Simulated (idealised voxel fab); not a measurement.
process module | voxel wiring stack
cross-section cut | 210 nm wide | cells 5 nm
A cross-section is a grid of square cells, given in bands from the top down. A band is one or more rows of cells.
Each band's line starts with the height of the band's top and of its bottom, in nm. Then come its materials from left to right, each with its width in nm. One material with "throughout" fills the band from edge to edge. "air" is empty space.
Height 0 is the level under which the wafer as received is all one material. The lowest band goes on downwards, as in "0 down".
A width such as "30 to 40" changes by the same amount from each row of cells to the next, from the band's top row to its bottom row.
"no change" after a step means that no cell of the cross-section changed.
closed voids: empty space of 8 cells or more with no open way to the top, each as width x height at its distance from the left edge, in nm
after a step's settings: what the simulator itself notes on the step
overlay nm, on a step with a mask: how far to the right of its planned place the mask lay; to the left if negative
plan
1 op RECEIVE | material Si
2 op CONFORMAL_DEP | material SiO2 | thk nm 10
3 op CONFORMAL_DEP | material SiN | thk nm 5
4 op DIRECTIONAL_DEP | material lowk | thk nm 25
5 op DIRECTIONAL_DEP | material aC | thk nm 15
6 op PATTERN | tone open | mask id METAL_1 | material resist | width nm 30 | pitch nm 45 | thk nm 30 | overlay nm 0
7 op DIRECTIONAL_ETCH | etch materials aC | depth nm 15
8 op STRIP | etch materials resist
9 op DIRECTIONAL_ETCH | etch materials lowk | depth nm 25
10 op DIRECTIONAL_ETCH | etch materials SiN | depth nm 5
11 op STRIP | etch materials aC
12 op CONFORMAL_DEP | material TiN | thk nm 5
13 op FILL_DEP | material Cu | thk nm 5
14 op CMP | height nm 40
15 op CONFORMAL_DEP | material SiCN | thk nm 5
16 op DIRECTIONAL_DEP | material lowk | thk nm 35
17 op DIRECTIONAL_DEP | material aC | thk nm 15
18 op PATTERN | tone open | mask id METAL_2_HOLES | material resist | width nm 15 | thk nm 35 | overlay nm 0
19 op DIRECTIONAL_ETCH | etch materials aC | depth nm 15
20 op STRIP | etch materials resist
21 op DIRECTIONAL_ETCH | etch materials lowk | depth nm 35
22 op STRIP | etch materials aC
23 op DIRECTIONAL_DEP | material aC | thk nm 15
24 op PATTERN | tone open | mask id METAL_2 | material resist | width nm 30 | pitch nm 45 | thk nm 30 | overlay nm 0
25 op DIRECTIONAL_ETCH | etch materials aC | depth nm 15
26 op STRIP | etch materials resist
27 op DIRECTIONAL_ETCH | etch materials lowk | depth nm 20
28 op DIRECTIONAL_ETCH | etch materials SiCN | depth nm 5
29 op STRIP | etch materials aC
30 op CONFORMAL_DEP | material TiN | thk nm 5
31 op FILL_DEP | material Cu | thk nm 5
32 op CMP | height nm 80
33 op CONFORMAL_DEP | material SiCN | thk nm 5
34 op DIRECTIONAL_DEP | material SiO2 | thk nm 15
35 op MASKED_ETCH | tone open | mask id PLUG_2 | width nm 15 | etch materials SiO2 | depth nm 15 | overlay nm 0
36 op MASKED_ETCH | tone open | mask id PLUG_2 | width nm 15 | etch materials SiCN | depth nm 5 | overlay nm 0
37 op EPI | material Ru | thk nm 10
38 op EPI | material Ru | thk nm 10
39 op CONFORMAL_DEP | material SiN | thk nm 5
40 op DIRECTIONAL_DEP | material lowk | thk nm 20
41 op PATTERN | tone open | mask id METAL_3 | material resist | width nm 30 | pitch nm 45 | thk nm 20 | overlay nm 0
42 op DIRECTIONAL_ETCH | etch materials lowk | depth nm 20
43 op DIRECTIONAL_ETCH | etch materials SiN | depth nm 5
44 op STRIP | etch materials resist
45 op CONFORMAL_DEP | material TiN | thk nm 5
46 op FILL_DEP | material W | thk nm 5
47 op CMP | height nm 125
48 op CONFORMAL_DEP | material SiCN | thk nm 5
as received, after step 1
  0 down: Si throughout
  closed voids: none
first wafer at the end, as planned
  130 to 125: SiCN throughout
  125 to 105: lowk 65 | TiN 5 | W 20 | TiN 5 | lowk 15 | TiN 5 | W 20 | TiN 5 | lowk 70
  105 to 100: SiN 65 | TiN 30 | SiN 15 | TiN 30 | SiN 70
  100 to 85: SiO2 65 | Ru 15 | SiO2 130
  85 to 80: SiCN 65 | Ru 15 | SiCN 130
  80 to 65: lowk 65 | TiN 5 | Cu 20 | TiN 5 | lowk 15 | TiN 5 | Cu 20 | TiN 5 | lowk 70
  65 to 60: lowk 65 | TiN 5 | Cu 5 | TiN 20 | lowk 15 | TiN 30 | lowk 70
  60 to 45: lowk 65 | TiN 5 | Cu 5 | TiN 5 | lowk 130
  45 to 40: SiCN 65 | TiN 15 | SiCN 130
  40 to 15: lowk 65 | TiN 5 | Cu 20 | TiN 5 | lowk 15 | TiN 5 | Cu 20 | TiN 5 | lowk 70
  15 to 10: SiN 65 | TiN 30 | SiN 15 | TiN 30 | SiN 70
  10 to 0: SiO2 throughout
  0 down: Si throughout
  closed voids: none
second wafer at the end: like start, like plan, one mistake
  130 to 125: SiCN throughout
  125 to 120: SiN 65 | TiN 30 | SiN 15 | TiN 30 | SiN 70
  120 to 100: lowk throughout
  100 to 85: SiO2 65 | Ru 15 | SiO2 130
  85 to 80: SiCN 65 | Ru 15 | SiCN 130
  80 to 65: lowk 65 | TiN 5 | Cu 20 | TiN 5 | lowk 15 | TiN 5 | Cu 20 | TiN 5 | lowk 70
  65 to 60: lowk 65 | TiN 5 | Cu 5 | TiN 20 | lowk 15 | TiN 30 | lowk 70
  60 to 45: lowk 65 | TiN 5 | Cu 5 | TiN 5 | lowk 130
  45 to 40: SiCN 65 | TiN 15 | SiCN 130
  40 to 15: lowk 65 | TiN 5 | Cu 20 | TiN 5 | lowk 15 | TiN 5 | Cu 20 | TiN 5 | lowk 70
  15 to 10: SiN 65 | TiN 30 | SiN 15 | TiN 30 | SiN 70
  10 to 0: SiO2 throughout
  0 down: Si throughout
  closed voids: none
what went wrong: steps 39 and 40 were swapped
at the end the second wafer has, in cells: 16 fewer of TiN | 32 fewer of W | 48 more of lowk
